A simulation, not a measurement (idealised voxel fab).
Module name: voxel tone inversion (process module)
It is cross-section cut that appears here, measuring 290 nm in width, its square cells being 5 nm in size.
The cross-sections in this document take the form of a grid made of square cells. They are written out as bands, in order from top to bottom. Each band consists of one or more rows of cells. This entry defines a band. It first specifies the height of the band's top and the height of its bottom in nm, and then specifies the band's materials from left to right, stating each material with its width in nm. The word "edge to edge" identifies a single material that fills the band from edge to edge, while the word "blank" identifies empty space. Heights are expressed relative to 0, this being the level below which the as-received wafer comprises one material exclusively. The lowest band is unbounded in the downward direction and is denoted as in "0 -> down". The width entry "30->40" should be interpreted row by row: the top row of cells in the band takes the first number, the bottom row takes the second number, and the change between adjacent rows is uniform throughout. It should be understood that the words "changes: none", when stated for a given step, signify that the cross-section underwent no change in any of its cells during that step. "Closed voids list" contains a list of empty spaces, each no smaller than 8 cells and without an open way to the top, written in the form width x height at distance with the distance from the left edge and all three in nm. Heads up: the bit after the settings on a step's line is the simulator's remark on that step. overlay nm: mask offset rightward from planned place, masked step; negative means leftward offset.

Process steps (planned):
step 1: RECEIVE | material Si
step 2: CONFORMAL_DEP | material SiCN | thk nm 10
step 3: DIRECTIONAL_DEP | material polySi | thk nm 15
step 4: PATTERN | tone cover | mask id POSTS | material resist | width nm 25 | pitch nm 45 | thk nm 25 | overlay nm 0
step 5: DIRECTIONAL_ETCH | etch materials polySi | depth nm 15
step 6: STRIP | etch materials resist
step 7: FILL_DEP | material lowk | thk nm 5
step 8: CMP | height nm 25
step 9: STRIP | etch materials polySi

As-received state of the wafer in cross-section, equivalent to post-step 1:
> 0 -> down | Si edge to edge
> Closed voids list: none

Looking at the first of two wafers in cross-section at end of module - ran to plan:
> 25 -> 10 | lowk 65, blank 25, lowk 20, blank 25, lowk 20, blank 25, lowk 20, blank 25, lowk 65
> 10 -> 0 | SiCN edge to edge
> 0 -> down | Si edge to edge
> Closed voids list: none

Second wafer through the module, sectioned at the end: same beginning and same plan as the first wafer, with one mistake in carrying it out:
> 25 -> 10 | lowk 70, blank 20, lowk 25, blank 20, lowk 25, blank 20, lowk 25, blank 20, lowk 65
> 10 -> 0 | SiCN edge to edge
> 0 -> down | Si edge to edge
> Closed voids list: none
Here's what went sideways: so step 4 ended up running with a different setting than we planned, it ran as PATTERN | tone cover | mask id POSTS | material resist | width nm 20 | pitch nm 45 | thk nm 25 | overlay nm 0
Materials where the second wafer ends with more or fewer cells than the first: +12 lowk
